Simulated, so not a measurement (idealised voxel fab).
Process module in this document: voxel tone inversion
FYI the section here is cut, 270 nm wide, cells are 5 nm squares.
Cross-section format: a grid of square cells, given as bands from top to bottom; each band is one or more rows of cells. Each band's line starts with the height of the band's top and of its bottom, in nm. Then come its materials from left to right, each with its width in nm. One material with "edge to edge" fills the band from edge to edge. "air" is empty space. It should be noted that heights are counted from 0, beneath which the wafer as supplied is of one material throughout, and that the lowest band possesses no lower boundary but continues downward, as written in "0 -> down". Think of "30->40" as a width that walks from the first number to the second as you go down the band, top row to bottom row, taking equal-sized steps from row to row. Where the words "same as before" appear for a step, the cross-section shows no cell changed by that step; every cell remained as before. "Sealed void list" lists enclosed empty spaces (at least 8 cells, no open path upward to the top), each as width x height at distance from the left edge, in nm. That trailing text on a step's line, after the settings, is the simulator's own remark on the step. The optional step-line setting "overlay nm" applies to steps with a mask and quantifies how far to the right of its planned location the mask lay, a negative value indicating leftward placement.

-- Intended process steps
1) RECEIVE (material Si)
2) CONFORMAL_DEP (material SiCN; thk nm 10)
3) DIRECTIONAL_DEP (material polySi; thk nm 5)
4) PATTERN (tone cover; mask id POSTS; material resist; width nm 15; pitch nm 35; thk nm 25; overlay nm 0)
5) DIRECTIONAL_ETCH (etch materials polySi; depth nm 15)
6) STRIP (etch materials resist)
7) FILL_DEP (material lowk; thk nm 10)
8) CMP (height nm 25)
9) STRIP (etch materials polySi)
10) CONFORMAL_DEP (material TiN; thk nm 5)
11) FILL_DEP (material Ru; thk nm 5)
12) CMP (height nm 25)
13) CONFORMAL_DEP (material SiCN; thk nm 5)
All wafers enter the flow in the same state. The thk nm at step 3 differs from wafer to wafer, and the plan gives the value for the first wafer.

-- As-received cross-section, first of several wafers, post step 1
  0 -> down  Si edge to edge
  Sealed void list: none

-- First of several wafers: cross-section at the end of the module, after step 13, its last step
  30 -> 25  SiCN edge to edge
  25 -> 15  lowk edge to edge
  15 -> 10  lowk=90 / polySi=15 / lowk=20 / polySi=15 / lowk=20 / polySi=15 / lowk=95
  10 -> 0  SiCN edge to edge
  0 -> down  Si edge to edge
  Sealed void list: none

-- End of module: cross-section, last of several wafers
  30 -> 25  SiCN edge to edge
  25 -> 15  lowk=90 / TiN=5 / Ru=5 / TiN=5 / lowk=20 / TiN=5 / Ru=5 / TiN=5 / lowk=20 / TiN=5 / Ru=5 / TiN=5 / lowk=95
  15 -> 10  lowk=90 / TiN=15 / lowk=20 / TiN=15 / lowk=20 / TiN=15 / lowk=95
  10 -> 0  SiCN edge to edge
  0 -> down  Si edge to edge
  Sealed void list: none

-- So in this table every wafer gets its own row, and what you see is where it stands at the end of the module: for each material, how many cells it picked up (+) or gave up (-) since we received it, and after that its closed voids
thk nm 5 | +162 SiCN | +153 lowk | +9 polySi | Sealed void list: none
thk nm 10 | +162 SiCN | +144 lowk | +18 polySi | Sealed void list: none
thk nm 15 | +6 Ru | +162 SiCN | +21 TiN | +135 lowk | Sealed void list: none
